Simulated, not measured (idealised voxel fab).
Process module heading - voxel self aligned vias
Shown is cross-section cut, with a width of 170 nm and square cells of size 5 nm.
A cross-section is written here as square cells arranged in a grid, and it is given in bands from the top down, each band taking up one or more rows of cells.
The band entry comprises the height of the band's top followed by the height of its bottom, expressed in nm, and subsequently the band's materials from left to right, each stated together with its width in nm. Where a single material is marked with the word "throughout", that material fills the band from edge to edge. The word "empty" represents empty space.
Note: height 0 marks the level under which the wafer is uniformly one material as received. Lowest band unbounded below, written "top 0, no bottom".
Per-row width for "30..40": begins at first number (top row of band), ends at second number (bottom row), increment between rows held constant.
Where a step carries "no change", the cross-section came out of it unchanged, cell for cell.
Any empty space of 8 cells or more lacking an open way to the top shows up in "Closed voids list" as width x height at distance, distance from the left edge, in nm.
That trailing text on a step's line, after the settings, is the simulator's own remark on the step.
On any step carrying a mask, the "overlay nm" setting, if present on the step's line, tells how far right of its planned place the mask lay; negative values point to the left.
Here's what the planned process steps look like
1) RECEIVE, material Si
2) CONFORMAL_DEP, material SiO2, thk nm 15
3) CONFORMAL_DEP, material SiCN, thk nm 5
4) DIRECTIONAL_DEP, material SiO2, thk nm 30
5) MASKED_ETCH, tone open, mask id LINES, width nm 30, pitch nm 75, etch materials SiO2, depth nm 30, overlay nm 0
6) CONFORMAL_DEP, material TiN, thk nm 5
7) FILL_DEP, material W, thk nm 5
8) CMP, height nm 50
9) SELECTIVE_ETCH, etch materials W Ru TiN, depth nm 10
10) FILL_DEP, material SiN, thk nm 5
11) CMP, height nm 50
12) DIRECTIONAL_DEP, material SiO2, thk nm 20
13) PATTERN, tone open, mask id VIAS, material resist, width nm 50, pitch nm 75, thk nm 20, overlay nm 0
14) DIRECTIONAL_ETCH, etch materials SiO2, depth nm 20
15) DIRECTIONAL_ETCH, etch materials SiN, depth nm 10
16) STRIP, etch materials resist
17) CONFORMAL_DEP, material TiN, thk nm 5
18) FILL_DEP, material Cu, thk nm 5
19) CMP, height nm 70
20) CONFORMAL_DEP, material SiCN, thk nm 5
First of two wafers, processed according to plan
Cross-section, incoming material, after step 1
  top 0, no bottom: Si throughout
  Closed voids list: none
Take a look at the wafer's cross-section after step 2
  top 15, bottom 0: SiO2 throughout
  Under 0: no change, same as before.
Take a look at the wafer's cross-section after step 3
  top 20, bottom 15: SiCN throughout
  Under 15: no change, same as before.
Take a look at the wafer's cross-section after step 4
  top 50, bottom 20: SiO2 throughout
  Under 20: no change, same as before.
Take a look at the wafer's cross-section after step 5
  top 50, bottom 20: SiO2 (30), empty (30), SiO2 (45), empty (30), SiO2 (35)
  Under 20: no change, same as before.
Take a look at the wafer's cross-section after step 6
  top 55, bottom 50: TiN (35), empty (20), TiN (55), empty (20), TiN (40)
  top 50, bottom 25: SiO2 (30), TiN (5), empty (20), TiN (5), SiO2 (45), TiN (5), empty (20), TiN (5), SiO2 (35)
  top 25, bottom 20: SiO2 (30), TiN (30), SiO2 (45), TiN (30), SiO2 (35)
  Under 20: no change, same as before.
Take a look at the wafer's cross-section after step 7
  top 60, bottom 55: W throughout
  top 55, bottom 50: TiN (35), W (20), TiN (55), W (20), TiN (40)
  top 50, bottom 25: SiO2 (30), TiN (5), W (20), TiN (5), SiO2 (45), TiN (5), W (20), TiN (5), SiO2 (35)
  Under 25: no change, same as before.
Take a look at the wafer's cross-section after step 8
  top 50, bottom 25: SiO2 (30), TiN (5), W (20), TiN (5), SiO2 (45), TiN (5), W (20), TiN (5), SiO2 (35)
  Under 25: no change, same as before.
Take a look at the wafer's cross-section after step 9
  top 50, bottom 40: SiO2 (30), empty (30), SiO2 (45), empty (30), SiO2 (35)
  Under 40: no change, same as before.
Take a look at the wafer's cross-section after step 10
  top 55, bottom 50: SiN throughout
  top 50, bottom 40: SiO2 (30), SiN (30), SiO2 (45), SiN (30), SiO2 (35)
  Under 40: no change, same as before.
Take a look at the wafer's cross-section after step 11
  top 50, bottom 40: SiO2 (30), SiN (30), SiO2 (45), SiN (30), SiO2 (35)
  Under 40: no change, same as before.
Take a look at the wafer's cross-section after step 12
  top 70, bottom 50: SiO2 throughout
  Under 50: no change, same as before.
Take a look at the wafer's cross-section after step 13
  top 90, bottom 70: resist (20), empty (50), resist (25), empty (50), resist (25)
  Under 70: no change, same as before.
Take a look at the wafer's cross-section after step 14
  top 90, bottom 70: resist (20), empty (50), resist (25), empty (50), resist (25)
  top 70, bottom 50: SiO2 (20), empty (50), SiO2 (25), empty (50), SiO2 (25)
  Under 50: no change, same as before.
Take a look at the wafer's cross-section after step 15
  top 90, bottom 70: resist (20), empty (50), resist (25), empty (50), resist (25)
  top 70, bottom 50: SiO2 (20), empty (50), SiO2 (25), empty (50), SiO2 (25)
  top 50, bottom 40: SiO2 (30), empty (30), SiO2 (45), empty (30), SiO2 (35)
  Under 40: no change, same as before.
Take a look at the wafer's cross-section after step 16
  top 70, bottom 50: SiO2 (20), empty (50), SiO2 (25), empty (50), SiO2 (25)
  Under 50: no change, same as before.
Take a look at the wafer's cross-section after step 17
  top 75, bottom 70: TiN (25), empty (40), TiN (35), empty (40), TiN (30)
  top 70, bottom 55: SiO2 (20), TiN (5), empty (40), TiN (5), SiO2 (25), TiN (5), empty (40), TiN (5), SiO2 (25)
  top 55, bottom 45: SiO2 (20..30), TiN (15..5), empty (20), TiN (15..5), SiO2 (25..45), TiN (15..5), empty (20), TiN (15..5), SiO2 (25..35)
  top 45, bottom 40: SiO2 (30), TiN (30), SiO2 (45), TiN (30), SiO2 (35)
  Under 40: no change, same as before.
Take a look at the wafer's cross-section after step 18
  top 80, bottom 75: Cu throughout
  top 75, bottom 70: TiN (25), Cu (40), TiN (35), Cu (40), TiN (30)
  top 70, bottom 55: SiO2 (20), TiN (5), Cu (40), TiN (5), SiO2 (25), TiN (5), Cu (40), TiN (5), SiO2 (25)
  top 55, bottom 45: SiO2 (20..30), TiN (15..5), Cu (20), TiN (15..5), SiO2 (25..45), TiN (15..5), Cu (20), TiN (15..5), SiO2 (25..35)
  Under 45: no change, same as before.
Take a look at the wafer's cross-section after step 19
  top 70, bottom 55: SiO2 (20), TiN (5), Cu (40), TiN (5), SiO2 (25), TiN (5), Cu (40), TiN (5), SiO2 (25)
  Under 55: no change, same as before.
Take a look at the wafer's cross-section after step 20
  top 75, bottom 70: SiCN throughout
  Under 70: no change, same as before.
Second wafer: same start and same plan as the first, one execution error; identical to the first through step 1
Second wafer, sectioned view, at step 2's planned end time
  top 30, bottom 0: SiO2 throughout
  Under 0: no change, same as before.
Second wafer, sectioned view, at step 3's planned end time
  top 35, bottom 30: SiCN throughout
  Under 30: no change, same as before.
Second wafer, sectioned view, at step 4's planned end time
  top 65, bottom 35: SiO2 throughout
  Under 35: no change, same as before.
Second wafer, sectioned view, at step 5's planned end time
  top 65, bottom 35: SiO2 (30), empty (30), SiO2 (45), empty (30), SiO2 (35)
  Under 35: no change, same as before.
Second wafer, sectioned view, at step 6's planned end time
  top 70, bottom 65: TiN (35), empty (20), TiN (55), empty (20), TiN (40)
  top 65, bottom 40: SiO2 (30), TiN (5), empty (20), TiN (5), SiO2 (45), TiN (5), empty (20), TiN (5), SiO2 (35)
  top 40, bottom 35: SiO2 (30), TiN (30), SiO2 (45), TiN (30), SiO2 (35)
  Under 35: no change, same as before.
Second wafer, sectioned view, at step 7's planned end time
  top 75, bottom 70: W throughout
  top 70, bottom 65: TiN (35), W (20), TiN (55), W (20), TiN (40)
  top 65, bottom 40: SiO2 (30), TiN (5), W (20), TiN (5), SiO2 (45), TiN (5), W (20), TiN (5), SiO2 (35)
  Under 40: no change, same as before.
Second wafer, sectioned view, at step 8's planned end time
  top 50, bottom 40: SiO2 (30), TiN (5), W (20), TiN (5), SiO2 (45), TiN (5), W (20), TiN (5), SiO2 (35)
  Under 40: no change, same as before.
Second wafer, sectioned view, at step 9's planned end time
  top 50, bottom 40: SiO2 (30), empty (30), SiO2 (45), empty (30), SiO2 (35)
  Under 40: no change, same as before.
Second wafer, sectioned view, at step 10's planned end time
  top 55, bottom 50: SiN throughout
  top 50, bottom 40: SiO2 (30), SiN (30), SiO2 (45), SiN (30), SiO2 (35)
  Under 40: no change, same as before.
Second wafer, sectioned view, at step 11's planned end time
  top 50, bottom 40: SiO2 (30), SiN (30), SiO2 (45), SiN (30), SiO2 (35)
  Under 40: no change, same as before.
Second wafer, sectioned view, at step 12's planned end time
  top 70, bottom 50: SiO2 throughout
  Under 50: no change, same as before.
Second wafer, sectioned view, at step 13's planned end time
  top 90, bottom 70: resist (20), empty (50), resist (25), empty (50), resist (25)
  Under 70: no change, same as before.
Second wafer, sectioned view, at step 14's planned end time
  top 90, bottom 70: resist (20), empty (50), resist (25), empty (50), resist (25)
  top 70, bottom 50: SiO2 (20), empty (50), SiO2 (25), empty (50), SiO2 (25)
  Under 50: no change, same as before.
Second wafer, sectioned view, at step 15's planned end time
  top 90, bottom 70: resist (20), empty (50), resist (25), empty (50), resist (25)
  top 70, bottom 50: SiO2 (20), empty (50), SiO2 (25), empty (50), SiO2 (25)
  top 50, bottom 40: SiO2 (30), empty (30), SiO2 (45), empty (30), SiO2 (35)
  Under 40: no change, same as before.
Second wafer, sectioned view, at step 16's planned end time
  top 70, bottom 50: SiO2 (20), empty (50), SiO2 (25), empty (50), SiO2 (25)
  Under 50: no change, same as before.
Second wafer, sectioned view, at step 17's planned end time
  top 75, bottom 70: TiN (25), empty (40), TiN (35), empty (40), TiN (30)
  top 70, bottom 55: SiO2 (20), TiN (5), empty (40), TiN (5), SiO2 (25), TiN (5), empty (40), TiN (5), SiO2 (25)
  top 55, bottom 45: SiO2 (20..30), TiN (15..5), empty (20), TiN (15..5), SiO2 (25..45), TiN (15..5), empty (20), TiN (15..5), SiO2 (25..35)
  top 45, bottom 35: SiO2 (30), TiN (30), SiO2 (45), TiN (30), SiO2 (35)
  Under 35: no change, same as before.
Second wafer, sectioned view, at step 18's planned end time
  top 80, bottom 75: Cu throughout
  top 75, bottom 70: TiN (25), Cu (40), TiN (35), Cu (40), TiN (30)
  top 70, bottom 55: SiO2 (20), TiN (5), Cu (40), TiN (5), SiO2 (25), TiN (5), Cu (40), TiN (5), SiO2 (25)
  top 55, bottom 45: SiO2 (20..30), TiN (15..5), Cu (20), TiN (15..5), SiO2 (25..45), TiN (15..5), Cu (20), TiN (15..5), SiO2 (25..35)
  Under 45: no change, same as before.
Second wafer, sectioned view, at step 19's planned end time
  top 70, bottom 55: SiO2 (20), TiN (5), Cu (40), TiN (5), SiO2 (25), TiN (5), Cu (40), TiN (5), SiO2 (25)
  Under 55: no change, same as before.
Second wafer, sectioned view, at step 20's planned end time
  top 75, bottom 70: SiCN throughout
  Under 70: no change, same as before.
Plan not followed: step 2, plan: ran twice
The second wafer ends with more or fewer cells of some materials than the first, per final count: SiO2 +36, TiN -12, W -24
